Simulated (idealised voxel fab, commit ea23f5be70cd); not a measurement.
This section sets out a process module, namely voxel self aligned vias.
In the cross-section labelled cut, the width is 270 nm and each square cell is 5 nm.
Cross-section spec: square-cell grid; bands listed top down; each band is one or more rows.
What a band's entry tells you: where the top is and where the bottom is, as heights in nm, and after that what lies inside, material by material from left to right, each with its width in nm. Empty space is written as the word "empty", and a single material marked with the word "full width" occupies the band from edge to edge.
Height 0 is the level under which the wafer as received is all one material. The lowest band goes on downwards, as in "0 nm and below".
Width: "30 to 40" (first number = top row, second number = bottom row, same change from row to row of cells).
Where the words "everything unchanged" appear for a step, the cross-section shows no cell changed by that step; every cell remained as before.
"Fully sealed cavities" lists enclosed empty spaces (at least 8 cells, no open path upward to the top), each as width x height at distance from the left edge, in nm.
Anything after a step's settings on that line? It's the simulator's own note about the step.
"overlay nm", when on a step's line for a step with a mask, measures how far to the right of its planned place the mask lay; a negative measure means to the left.
Process steps foreseen in the plan:
1) op RECEIVE | material Si
2) op CONFORMAL_DEP | material SiO2 | thk nm 10
3) op CONFORMAL_DEP | material SiCN | thk nm 5
4) op DIRECTIONAL_DEP | material SiO2 | thk nm 20
5) op MASKED_ETCH | tone open | mask id LINES | width nm 30 | pitch nm 60 | etch materials SiO2 | depth nm 20 | overlay nm 0
6) op CONFORMAL_DEP | material TiN | thk nm 5
7) op FILL_DEP | material Ru | thk nm 10
8) op CMP | height nm 35
9) op SELECTIVE_ETCH | etch materials W Ru TiN | depth nm 10
10) op FILL_DEP | material SiN | thk nm 10
11) op CMP | height nm 35
12) op DIRECTIONAL_DEP | material SiO2 | thk nm 15
13) op MASKED_ETCH | tone open | mask id VIAS | width nm 40 | etch materials SiO2 | depth nm 15 | overlay nm 0
14) op MASKED_ETCH | tone open | mask id VIAS | width nm 40 | etch materials SiN | depth nm 10 | overlay nm 0
15) op CONFORMAL_DEP | material TiN | thk nm 5
16) op FILL_DEP | material Ru | thk nm 10
17) op CMP | height nm 50
18) op CONFORMAL_DEP | material SiN | thk nm 5
Cross-sectional view of the wafer in its as-received condition, corresponding to the state after step 1:
- 0 nm and below  Si full width
- Fully sealed cavities: none
Here's the wafer cut in cross-section after the module, started and planned just like above, except one thing was done wrong in the run:
- 55 nm to 50 nm  SiN full width
- 50 nm to 35 nm  SiO2=90, TiN=5, Ru=20, TiN=5, SiO2=150
- 35 nm to 30 nm  SiO2=90, TiN=5, Ru=20, TiN=5, SiO2=30, SiN=30, SiO2=90
- 30 nm to 25 nm  SiO2=90, TiN=30, SiO2=30, SiN=30, SiO2=90
- 25 nm to 20 nm  SiO2=90, TiN=5, Ru=20, TiN=5, SiO2=30, TiN=5, Ru=20, TiN=5, SiO2=90
- 20 nm to 15 nm  SiO2=90, TiN=30, SiO2=30, TiN=30, SiO2=90
- 15 nm to 10 nm  SiCN full width
- 10 nm to 0 nm  SiO2 full width
- 0 nm and below  Si full width
- Fully sealed cavities: none
In executing the process, a mistake was made relative to the plan: in deviation from the planned setting, step 13 was conducted as op MASKED_ETCH | tone open | mask id VIAS | width nm 30 | etch materials SiO2 | depth nm 15 | overlay nm 0
